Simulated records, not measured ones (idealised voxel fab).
Herein follows the process module entitled voxel double patterning.
In the cross-section labelled cut, the width is 290 nm and each square cell is 5 nm.
This document writes a cross-section as a grid whose cells are square, and gives it as bands, listed from the top down; one or more rows of cells form a band.
Heads up on the band format: heights come first, top then bottom, in nm. After that it's the materials left to right, each with its width in nm. A single material flagged "full width" fills the whole band edge to edge, and "blank" means there's empty space there.
Heights from 0 (as-received wafer is one material below). Bottom band endless downward, as "0 -> down".
Think of "30->40" as a width that walks from the first number to the second as you go down the band, top row to bottom row, taking equal-sized steps from row to row.
Reading "no change occurred" for a step: not a cell of the cross-section changed in it.
Empty spaces counting at least 8 cells and having no open way to the top are listed in "Non-vented voids". The notation width x height at distance is used for each, the distance being from the left edge and all three values in nm.
Step line, after settings: the simulator's comment on this step.
Among the settings permitted on a step's line is "overlay nm"; applied to a step with a mask, it specifies the extent to which the mask lay to the right of its planned position, whereas a negative figure signifies a position to the left.
So here's the lineup of process steps we planned:
1. RECEIVE | material Si
2. CONFORMAL_DEP | material SiO2 | thk nm 5
3. DIRECTIONAL_DEP | material TiN | thk nm 20
4. DIRECTIONAL_DEP | material SiCN | thk nm 10
5. DIRECTIONAL_DEP | material aC | thk nm 10
6. PATTERN | tone open | mask id FIRST | material resist | width nm 15 | pitch nm 50 | thk nm 25 | overlay nm 0
7. DIRECTIONAL_ETCH | etch materials aC | depth nm 10
8. STRIP | etch materials resist
9. DIRECTIONAL_ETCH | etch materials SiCN | depth nm 10
10. STRIP | etch materials aC
11. DIRECTIONAL_DEP | material aC | thk nm 15
12. PATTERN | tone open | mask id SECOND | material resist | width nm 15 | pitch nm 50 | thk nm 35 | overlay nm 0
13. DIRECTIONAL_ETCH | etch materials aC | depth nm 15
14. STRIP | etch materials resist
15. DIRECTIONAL_ETCH | etch materials SiCN | depth nm 10
16. STRIP | etch materials aC
17. DIRECTIONAL_ETCH | etch materials TiN | depth nm 20
18. STRIP | etch materials SiCN
First wafer, two in total, run as planned:
The cross-section here shows the wafer as received, i.e. in its state after step 1:
- 0 -> down | Si full width
- Non-vented voids: none
Presented here is a cross-section of the wafer after step 2 has been performed:
- 5 -> 0 | SiO2 full width
- Whatever lies below 0 is exactly as it was before.
Presented here is a cross-section of the wafer after step 3 has been performed:
- 25 -> 5 | TiN full width
- Whatever lies below 5 is exactly as it was before.
Presented here is a cross-section of the wafer after step 4 has been performed:
- 35 -> 25 | SiCN full width
- Whatever lies below 25 is exactly as it was before.
Presented here is a cross-section of the wafer after step 5 has been performed:
- 45 -> 35 | aC full width
- Whatever lies below 35 is exactly as it was before.
Presented here is a cross-section of the wafer after step 6 has been performed:
- 70 -> 45 | resist=85 / blank=15 / resist=35 / blank=15 / resist=35 / blank=15 / resist=90
- Whatever lies below 45 is exactly as it was before.
Presented here is a cross-section of the wafer after step 7 has been performed:
- 60 -> 45 | resist=85 / blank=15 / resist=35 / blank=15 / resist=35 / blank=15 / resist=90
- 45 -> 35 | aC=85 / blank=15 / aC=35 / blank=15 / aC=35 / blank=15 / aC=90
- Whatever lies below 35 is exactly as it was before.
Presented here is a cross-section of the wafer after step 8 has been performed:
- 45 -> 35 | aC=85 / blank=15 / aC=35 / blank=15 / aC=35 / blank=15 / aC=90
- Whatever lies below 35 is exactly as it was before.
Presented here is a cross-section of the wafer after step 9 has been performed:
- 45 -> 35 | aC=85 / blank=15 / aC=35 / blank=15 / aC=35 / blank=15 / aC=90
- 35 -> 25 | SiCN=85 / blank=15 / SiCN=35 / blank=15 / SiCN=35 / blank=15 / SiCN=90
- Whatever lies below 25 is exactly as it was before.
Presented here is a cross-section of the wafer after step 10 has been performed:
- 35 -> 25 | SiCN=85 / blank=15 / SiCN=35 / blank=15 / SiCN=35 / blank=15 / SiCN=90
- Whatever lies below 25 is exactly as it was before.
Presented here is a cross-section of the wafer after step 11 has been performed:
- 50 -> 40 | aC=85 / blank=15 / aC=35 / blank=15 / aC=35 / blank=15 / aC=90
- 40 -> 35 | aC full width
- 35 -> 25 | SiCN=85 / aC=15 / SiCN=35 / aC=15 / SiCN=35 / aC=15 / SiCN=90
- Whatever lies below 25 is exactly as it was before.
Presented here is a cross-section of the wafer after step 12 has been performed:
- 85 -> 50 | resist=110 / blank=15 / resist=35 / blank=15 / resist=115
- 50 -> 40 | aC=85 / resist=15 / aC=35 / resist=15 / aC=35 / resist=15 / aC=90
- Whatever lies below 40 is exactly as it was before.
Presented here is a cross-section of the wafer after step 13 has been performed:
- 70 -> 50 | resist=110 / blank=15 / resist=35 / blank=15 / resist=115
- 50 -> 40 | aC=85 / resist=15 / aC=10 / blank=15 / aC=10 / resist=15 / aC=10 / blank=15 / aC=10 / resist=15 / aC=90
- 40 -> 35 | aC=110 / blank=15 / aC=35 / blank=15 / aC=115
- Whatever lies below 35 is exactly as it was before.
Presented here is a cross-section of the wafer after step 14 has been performed:
- 50 -> 40 | aC=85 / blank=15 / aC=10 / blank=15 / aC=10 / blank=15 / aC=10 / blank=15 / aC=10 / blank=15 / aC=90
- Whatever lies below 40 is exactly as it was before.
Presented here is a cross-section of the wafer after step 15 has been performed:
- 50 -> 40 | aC=85 / blank=15 / aC=10 / blank=15 / aC=10 / blank=15 / aC=10 / blank=15 / aC=10 / blank=15 / aC=90
- 40 -> 35 | aC=110 / blank=15 / aC=35 / blank=15 / aC=115
- 35 -> 25 | SiCN=85 / aC=15 / SiCN=10 / blank=15 / SiCN=10 / aC=15 / SiCN=10 / blank=15 / SiCN=10 / aC=15 / SiCN=90
- Whatever lies below 25 is exactly as it was before.
Presented here is a cross-section of the wafer after step 16 has been performed:
- 35 -> 25 | SiCN=85 / blank=15 / SiCN=10 / blank=15 / SiCN=10 / blank=15 / SiCN=10 / blank=15 / SiCN=10 / blank=15 / SiCN=90
- Whatever lies below 25 is exactly as it was before.
Presented here is a cross-section of the wafer after step 17 has been performed:
- 35 -> 25 | SiCN=85 / blank=15 / SiCN=10 / blank=15 / SiCN=10 / blank=15 / SiCN=10 / blank=15 / SiCN=10 / blank=15 / SiCN=90
- 25 -> 5 | TiN=85 / blank=15 / TiN=10 / blank=15 / TiN=10 / blank=15 / TiN=10 / blank=15 / TiN=10 / blank=15 / TiN=90
- Whatever lies below 5 is exactly as it was before.
Presented here is a cross-section of the wafer after step 18 has been performed:
- 25 -> 5 | TiN=85 / blank=15 / TiN=10 / blank=15 / TiN=10 / blank=15 / TiN=10 / blank=15 / TiN=10 / blank=15 / TiN=90
- Whatever lies below 5 is exactly as it was before.
Wafer two of two - same starting point, same process plan, one mistake in execution; matches wafer one up to and including step 1:
X-section, second wafer, when step 2 was due to finish:
- 5 -> 0 | aC full width
- Whatever lies below 0 is exactly as it was before.
X-section, second wafer, when step 3 was due to finish:
- 25 -> 5 | TiN full width
- Whatever lies below 5 is exactly as it was before.
X-section, second wafer, when step 4 was due to finish:
- 35 -> 25 | SiCN full width
- Whatever lies below 25 is exactly as it was before.
X-section, second wafer, when step 5 was due to finish:
- 45 -> 35 | aC full width
- Whatever lies below 35 is exactly as it was before.
X-section, second wafer, when step 6 was due to finish:
- 70 -> 45 | resist=85 / blank=15 / resist=35 / blank=15 / resist=35 / blank=15 / resist=90
- Whatever lies below 45 is exactly as it was before.
X-section, second wafer, when step 7 was due to finish:
- 60 -> 45 | resist=85 / blank=15 / resist=35 / blank=15 / resist=35 / blank=15 / resist=90
- 45 -> 35 | aC=85 / blank=15 / aC=35 / blank=15 / aC=35 / blank=15 / aC=90
- Whatever lies below 35 is exactly as it was before.
X-section, second wafer, when step 8 was due to finish:
- 45 -> 35 | aC=85 / blank=15 / aC=35 / blank=15 / aC=35 / blank=15 / aC=90
- Whatever lies below 35 is exactly as it was before.
X-section, second wafer, when step 9 was due to finish:
- 45 -> 35 | aC=85 / blank=15 / aC=35 / blank=15 / aC=35 / blank=15 / aC=90
- 35 -> 25 | SiCN=85 / blank=15 / SiCN=35 / blank=15 / SiCN=35 / blank=15 / SiCN=90
- Whatever lies below 25 is exactly as it was before.
X-section, second wafer, when step 10 was due to finish:
- 35 -> 25 | SiCN=85 / blank=15 / SiCN=35 / blank=15 / SiCN=35 / blank=15 / SiCN=90
- Whatever lies below 25 is exactly as it was before.
X-section, second wafer, when step 11 was due to finish:
- 50 -> 40 | aC=85 / blank=15 / aC=35 / blank=15 / aC=35 / blank=15 / aC=90
- 40 -> 35 | aC full width
- 35 -> 25 | SiCN=85 / aC=15 / SiCN=35 / aC=15 / SiCN=35 / aC=15 / SiCN=90
- Whatever lies below 25 is exactly as it was before.
X-section, second wafer, when step 12 was due to finish:
- 85 -> 50 | resist=110 / blank=15 / resist=35 / blank=15 / resist=115
- 50 -> 40 | aC=85 / resist=15 / aC=35 / resist=15 / aC=35 / resist=15 / aC=90
- Whatever lies below 40 is exactly as it was before.
X-section, second wafer, when step 13 was due to finish:
- 70 -> 50 | resist=110 / blank=15 / resist=35 / blank=15 / resist=115
- 50 -> 40 | aC=85 / resist=15 / aC=10 / blank=15 / aC=10 / resist=15 / aC=10 / blank=15 / aC=10 / resist=15 / aC=90
- 40 -> 35 | aC=110 / blank=15 / aC=35 / blank=15 / aC=115
- Whatever lies below 35 is exactly as it was before.
X-section, second wafer, when step 14 was due to finish:
- 50 -> 40 | aC=85 / blank=15 / aC=10 / blank=15 / aC=10 / blank=15 / aC=10 / blank=15 / aC=10 / blank=15 / aC=90
- Whatever lies below 40 is exactly as it was before.
X-section, second wafer, when step 15 was due to finish:
- 50 -> 40 | aC=85 / blank=15 / aC=10 / blank=15 / aC=10 / blank=15 / aC=10 / blank=15 / aC=10 / blank=15 / aC=90
- 40 -> 35 | aC=110 / blank=15 / aC=35 / blank=15 / aC=115
- 35 -> 25 | SiCN=85 / aC=15 / SiCN=10 / blank=15 / SiCN=10 / aC=15 / SiCN=10 / blank=15 / SiCN=10 / aC=15 / SiCN=90
- Whatever lies below 25 is exactly as it was before.
X-section, second wafer, when step 16 was due to finish:
- 35 -> 25 | SiCN=85 / blank=15 / SiCN=10 / blank=15 / SiCN=10 / blank=15 / SiCN=10 / blank=15 / SiCN=10 / blank=15 / SiCN=90
- Whatever lies below 25 is exactly as it was before.
X-section, second wafer, when step 17 was due to finish:
- 35 -> 25 | SiCN=85 / blank=15 / SiCN=10 / blank=15 / SiCN=10 / blank=15 / SiCN=10 / blank=15 / SiCN=10 / blank=15 / SiCN=90
- 25 -> 5 | TiN=85 / blank=15 / TiN=10 / blank=15 / TiN=10 / blank=15 / TiN=10 / blank=15 / TiN=10 / blank=15 / TiN=90
- Whatever lies below 5 is exactly as it was before.
X-section, second wafer, when step 18 was due to finish:
- 25 -> 5 | TiN=85 / blank=15 / TiN=10 / blank=15 / TiN=10 / blank=15 / TiN=10 / blank=15 / TiN=10 / blank=15 / TiN=90
- Whatever lies below 5 is exactly as it was before.
Heads up, the wafer didn't run the way we planned it: rather than as planned, step 2 actually ran as CONFORMAL_DEP | material aC | thk nm 5
It is noted that, at the conclusion of processing, the second wafer exhibits a higher or lower cell count for certain materials relative to the first: 58 fewer of SiO2, 58 more of aC
